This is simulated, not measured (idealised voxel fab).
process module | voxel self aligned vias
cross-section cut | 205 nm wide | cells 5 nm
A cross-section is a grid of square cells, given in bands from the top down. A band is one or more rows of cells.
Each band's line starts with the height of the band's top and of its bottom, in nm. Then come its materials from left to right, each with its width in nm. One material with "throughout" fills the band from edge to edge. "air" is empty space.
Height 0 is the level under which the wafer as received is all one material. The lowest band goes on downwards, as in "0 down".
A width such as "30 to 40" changes by the same amount from each row of cells to the next, from the band's top row to its bottom row.
"no change" after a step means that no cell of the cross-section changed.
closed voids: empty space of 8 cells or more with no open way to the top, each as width x height at its distance from the left edge, in nm
after a step's settings: what the simulator itself notes on the step
overlay nm, on a step with a mask: how far to the right of its planned place the mask lay; to the left if negative
plan
1 op RECEIVE | material Si
2 op CONFORMAL_DEP | material SiO2 | thk nm 10
3 op CONFORMAL_DEP | material SiCN | thk nm 5
4 op DIRECTIONAL_DEP | material lowk | thk nm 30
5 op MASKED_ETCH | tone open | mask id LINES | width nm 20 | pitch nm 50 | etch materials lowk | depth nm 30 | overlay nm 0
6 op CONFORMAL_DEP | material TiN | thk nm 5
7 op FILL_DEP | material W | thk nm 10
8 op CMP | height nm 45
9 op SELECTIVE_ETCH | etch materials W Ru TiN | depth nm 5
10 op FILL_DEP | material SiN | thk nm 10
11 op CMP | height nm 45
12 op DIRECTIONAL_DEP | material lowk | thk nm 20
13 op MASKED_ETCH | tone open | mask id VIAS | width nm 30 | pitch nm 50 | etch materials lowk | depth nm 20 | overlay nm 0
14 op MASKED_ETCH | tone open | mask id VIAS | width nm 30 | pitch nm 50 | etch materials SiN | depth nm 5 | overlay nm 0
15 op CONFORMAL_DEP | material TiN | thk nm 5
16 op FILL_DEP | material Cu | thk nm 10
17 op CMP | height nm 65
18 op CONFORMAL_DEP | material SiN | thk nm 5
first wafer, as planned
as received, after step 1
  0 down: Si throughout
  closed voids: none
after step 2
  10 to 0: SiO2 throughout
  below 0: unchanged
after step 3
  15 to 10: SiCN throughout
  below 10: unchanged
after step 4
  45 to 15: lowk throughout
  below 15: unchanged
after step 5
  45 to 15: lowk 65 | air 20 | lowk 30 | air 20 | lowk 70
  below 15: unchanged
after step 6
  50 to 45: TiN 70 | air 10 | TiN 40 | air 10 | TiN 75
  45 to 20: lowk 65 | TiN 5 | air 10 | TiN 5 | lowk 30 | TiN 5 | air 10 | TiN 5 | lowk 70
  20 to 15: lowk 65 | TiN 20 | lowk 30 | TiN 20 | lowk 70
  below 15: unchanged
after step 7
  60 to 50: W throughout
  50 to 45: TiN 70 | W 10 | TiN 40 | W 10 | TiN 75
  45 to 20: lowk 65 | TiN 5 | W 10 | TiN 5 | lowk 30 | TiN 5 | W 10 | TiN 5 | lowk 70
  below 20: unchanged
after step 8
  45 to 20: lowk 65 | TiN 5 | W 10 | TiN 5 | lowk 30 | TiN 5 | W 10 | TiN 5 | lowk 70
  below 20: unchanged
after step 9
  45 to 40: lowk 65 | air 20 | lowk 30 | air 20 | lowk 70
  below 40: unchanged
after step 10
  55 to 45: SiN throughout
  45 to 40: lowk 65 | SiN 20 | lowk 30 | SiN 20 | lowk 70
  below 40: unchanged
after step 11
  45 to 40: lowk 65 | SiN 20 | lowk 30 | SiN 20 | lowk 70
  below 40: unchanged
after step 12
  65 to 45: lowk throughout
  below 45: unchanged
after step 13
  65 to 45: lowk 60 | air 30 | lowk 20 | air 30 | lowk 65
  below 45: unchanged
after step 14
  65 to 45: lowk 60 | air 30 | lowk 20 | air 30 | lowk 65
  45 to 40: lowk 65 | air 20 | lowk 30 | air 20 | lowk 70
  below 40: unchanged
after step 15
  70 to 65: TiN 65 | air 20 | TiN 30 | air 20 | TiN 70
  65 to 50: lowk 60 | TiN 5 | air 20 | TiN 5 | lowk 20 | TiN 5 | air 20 | TiN 5 | lowk 65
  50 to 45: lowk 60 | TiN 10 | air 10 | TiN 10 | lowk 20 | TiN 10 | air 10 | TiN 10 | lowk 65
  45 to 40: lowk 65 | TiN 20 | lowk 30 | TiN 20 | lowk 70
  below 40: unchanged
after step 16
  80 to 70: Cu throughout
  70 to 65: TiN 65 | Cu 20 | TiN 30 | Cu 20 | TiN 70
  65 to 50: lowk 60 | TiN 5 | Cu 20 | TiN 5 | lowk 20 | TiN 5 | Cu 20 | TiN 5 | lowk 65
  50 to 45: lowk 60 | TiN 10 | Cu 10 | TiN 10 | lowk 20 | TiN 10 | Cu 10 | TiN 10 | lowk 65
  below 45: unchanged
after step 17
  65 to 50: lowk 60 | TiN 5 | Cu 20 | TiN 5 | lowk 20 | TiN 5 | Cu 20 | TiN 5 | lowk 65
  below 50: unchanged
after step 18
  70 to 65: SiN throughout
  below 65: unchanged
second wafer: like start, like plan, one mistake. Through step 1 it matches the first wafer
when step 2 should have ended
  5 to 0: SiCN throughout
  below 0: unchanged
when step 3 should have ended
  15 to 5: SiO2 throughout
  below 5: unchanged
when step 4 should have ended
  45 to 15: lowk throughout
  below 15: unchanged
when step 5 should have ended
  45 to 15: lowk 65 | air 20 | lowk 30 | air 20 | lowk 70
  below 15: unchanged
when step 6 should have ended
  50 to 45: TiN 70 | air 10 | TiN 40 | air 10 | TiN 75
  45 to 20: lowk 65 | TiN 5 | air 10 | TiN 5 | lowk 30 | TiN 5 | air 10 | TiN 5 | lowk 70
  20 to 15: lowk 65 | TiN 20 | lowk 30 | TiN 20 | lowk 70
  below 15: unchanged
when step 7 should have ended
  60 to 50: W throughout
  50 to 45: TiN 70 | W 10 | TiN 40 | W 10 | TiN 75
  45 to 20: lowk 65 | TiN 5 | W 10 | TiN 5 | lowk 30 | TiN 5 | W 10 | TiN 5 | lowk 70
  below 20: unchanged
when step 8 should have ended
  45 to 20: lowk 65 | TiN 5 | W 10 | TiN 5 | lowk 30 | TiN 5 | W 10 | TiN 5 | lowk 70
  below 20: unchanged
when step 9 should have ended
  45 to 40: lowk 65 | air 20 | lowk 30 | air 20 | lowk 70
  below 40: unchanged
when step 10 should have ended
  55 to 45: SiN throughout
  45 to 40: lowk 65 | SiN 20 | lowk 30 | SiN 20 | lowk 70
  below 40: unchanged
when step 11 should have ended
  45 to 40: lowk 65 | SiN 20 | lowk 30 | SiN 20 | lowk 70
  below 40: unchanged
when step 12 should have ended
  65 to 45: lowk throughout
  below 45: unchanged
when step 13 should have ended
  65 to 45: lowk 60 | air 30 | lowk 20 | air 30 | lowk 65
  below 45: unchanged
when step 14 should have ended
  65 to 45: lowk 60 | air 30 | lowk 20 | air 30 | lowk 65
  45 to 40: lowk 65 | air 20 | lowk 30 | air 20 | lowk 70
  below 40: unchanged
when step 15 should have ended
  70 to 65: TiN 65 | air 20 | TiN 30 | air 20 | TiN 70
  65 to 50: lowk 60 | TiN 5 | air 20 | TiN 5 | lowk 20 | TiN 5 | air 20 | TiN 5 | lowk 65
  50 to 45: lowk 60 | TiN 10 | air 10 | TiN 10 | lowk 20 | TiN 10 | air 10 | TiN 10 | lowk 65
  45 to 40: lowk 65 | TiN 20 | lowk 30 | TiN 20 | lowk 70
  below 40: unchanged
when step 16 should have ended
  80 to 70: Cu throughout
  70 to 65: TiN 65 | Cu 20 | TiN 30 | Cu 20 | TiN 70
  65 to 50: lowk 60 | TiN 5 | Cu 20 | TiN 5 | lowk 20 | TiN 5 | Cu 20 | TiN 5 | lowk 65
  50 to 45: lowk 60 | TiN 10 | Cu 10 | TiN 10 | lowk 20 | TiN 10 | Cu 10 | TiN 10 | lowk 65
  below 45: unchanged
when step 17 should have ended
  65 to 50: lowk 60 | TiN 5 | Cu 20 | TiN 5 | lowk 20 | TiN 5 | Cu 20 | TiN 5 | lowk 65
  below 50: unchanged
when step 18 should have ended
  70 to 65: SiN throughout
  below 65: unchanged
what went wrong: steps 2 and 3 were swapped
at the end the second wafer has, in cells: as many of each material as the first, in other places
